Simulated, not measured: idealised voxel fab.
process module | voxel released beams
The width of the displayed cross-section, cut, is 260 nm; its cells are square, with a size of 5 nm.
A cross-section in this document is a grid of square cells, and it is written down as bands, the top band listed before the ones below it; a band is made up of one or more rows of cells.
First you get the band's top height and its bottom height, in nm, and then the materials it's made of, left to right, with each width in nm. If you see a single material with "throughout", that one covers the band edge to edge. "empty" is empty space.
Height is counted from the level 0, under which the received wafer is composed throughout of one material. The lowest of the bands is not closed at the bottom but continues downward, in the notation "0 down".
The expression "30 to 40" gives the width at the extremes of the band, the first number at its top row of cells and the second at its bottom row, with the width changing by equal amounts from each row to the next in between.
Step marked "nothing was modified"? Then no cell in the cross-section changed in it.
In "Catalogued sealed voids" the enclosed voids are listed, meaning empty spaces of 8 cells or larger without any opening to the top. The form is width x height at distance, distance from the left edge, units nm.
after a step's settings: what the simulator itself notes on the step
For masked steps, "overlay nm" on the step line gives how far right of plan the mask actually lay; a minus sign means it lay to the left.

STEPS PLANNED FOR THE PROCESS
step 1: RECEIVE | material Si
step 2: CONFORMAL_DEP | material SiN | thk nm 5
step 3: DIRECTIONAL_DEP | material SiO2 | thk nm 20
step 4: DIRECTIONAL_DEP | material aC | thk nm 15
step 5: PATTERN | tone open | mask id ANCHOR | material resist | width nm 25 | thk nm 30 | overlay nm 0
step 6: DIRECTIONAL_ETCH | etch materials aC | depth nm 15
step 7: STRIP | etch materials resist
step 8: DIRECTIONAL_ETCH | etch materials SiO2 | depth nm 20
step 9: STRIP | etch materials aC
step 10: CONFORMAL_DEP | material W | thk nm 10
step 11: PATTERN | tone cover | mask id BEAM | material resist | width nm 70 | thk nm 15 | overlay nm 0
step 12: DIRECTIONAL_ETCH | etch materials W | depth nm 10
step 13: STRIP | etch materials resist
step 14: STRIP | etch materials SiO2
Heads up: all these wafers start the same, and what changes between them is the width nm in step 11. The value you see in the plan is just what the first wafer got.

RECEIVED CONDITION OF THE FIRST OF SEVERAL WAFERS, SECTIONED: POST-STEP 1
- 0 down  Si throughout
- Catalogued sealed voids: none

THE FOLLOWING TABLE CONTAINS A ROW PER WAFER, IN WHICH ARE REPORTED, AT THE CONCLUSION OF THE MODULE, THE CELLS OF EACH MATERIAL GAINED (+) OR LOST (-) SINCE THE WAFER'S RECEIPT, WITH ITS CLOSED VOIDS GIVEN THEREAFTER
width nm 70; +52 SiN; +44 W; Catalogued sealed voids: none
width nm 75; +52 SiN; +46 W; Catalogued sealed voids: none
width nm 80; +52 SiN; +48 W; Catalogued sealed voids: none
width nm 85; +52 SiN; +50 W; Catalogued sealed voids: none
width nm 90; +52 SiN; +52 W; Catalogued sealed voids: none
width nm 95; +52 SiN; +54 W; Catalogued sealed voids: none
